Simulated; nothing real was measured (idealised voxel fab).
The process module that follows is named voxel tone inversion.
FYI the section here is cut, 240 nm wide, cells are 5 nm squares.
Throughout this document, each cross-section is represented as a grid of square cells and is presented as a sequence of bands enumerated from the top downward, where a band comprises one or more rows of cells. In this notation a band is specified by the heights of its top and bottom, in that order and in nm, after which its materials appear from left to right, each paired with its width in nm. The word "all across" attached to a single material means that material fills the band from edge to edge; the word "empty" stands for empty space. Zero point of the height axis is 0; under it, received wafer = one material. Lowest band: continues down indefinitely, "0 and below". A width given as "30->40" starts at the first number in the band's top row and ends at the second number in its bottom row, shifting by an equal amount at every step from row to row. What does "changes: none" mean for a step? It means no cell of the cross-section changed in that step. Look at "Completely enclosed voids" for the closed voids: empty spaces with no open path to the top, sized 8 cells or up. Each is width x height at distance, distance from the left edge, all nm. Post-settings text on a step line: simulator's own remark regarding the step. The optional step-line setting "overlay nm" applies to steps with a mask and quantifies how far to the right of its planned location the mask lay, a negative value indicating leftward placement.

[Listed below are the process steps as planned]
1: RECEIVE | material Si
2: CONFORMAL_DEP | material SiCN | thk nm 5
3: DIRECTIONAL_DEP | material polySi | thk nm 20
4: PATTERN | tone cover | mask id POSTS | material resist | width nm 25 | pitch nm 55 | thk nm 30 | overlay nm 0
5: DIRECTIONAL_ETCH | etch materials polySi | depth nm 20
6: STRIP | etch materials resist
7: FILL_DEP | material lowk | thk nm 10
8: CMP | height nm 25
9: STRIP | etch materials polySi

[Incoming wafer in cross-section (state: after step 1)]
* 0 and below  Si all across
* Completely enclosed voids: none

[Cross-sectional image of the first of two wafers at the end of the module, the run having proceeded as planned]
* 25 down to 5  50 nm lowk / 25 nm empty / 30 nm lowk / 25 nm empty / 30 nm lowk / 25 nm empty / 55 nm lowk
* 5 down to 0  SiCN all across
* 0 and below  Si all across
* Completely enclosed voids: none

[Cross-sectional view of the second of two wafers upon completion of the module. This wafer shared its starting condition and process plan with the first; one error was made during its execution]
* 15 down to 5  50 nm lowk / 25 nm empty / 30 nm lowk / 25 nm empty / 30 nm lowk / 25 nm empty / 55 nm lowk
* 5 down to 0  SiCN all across
* 0 and below  Si all across
* Completely enclosed voids: none
It is concluded that the wafer was processed incorrectly with respect to the plan, in that step 8 ran as: CMP | height nm 15
Looking at both finished wafers in cells, the second ends up ahead of or behind the first on some materials: lowk: 66 fewer
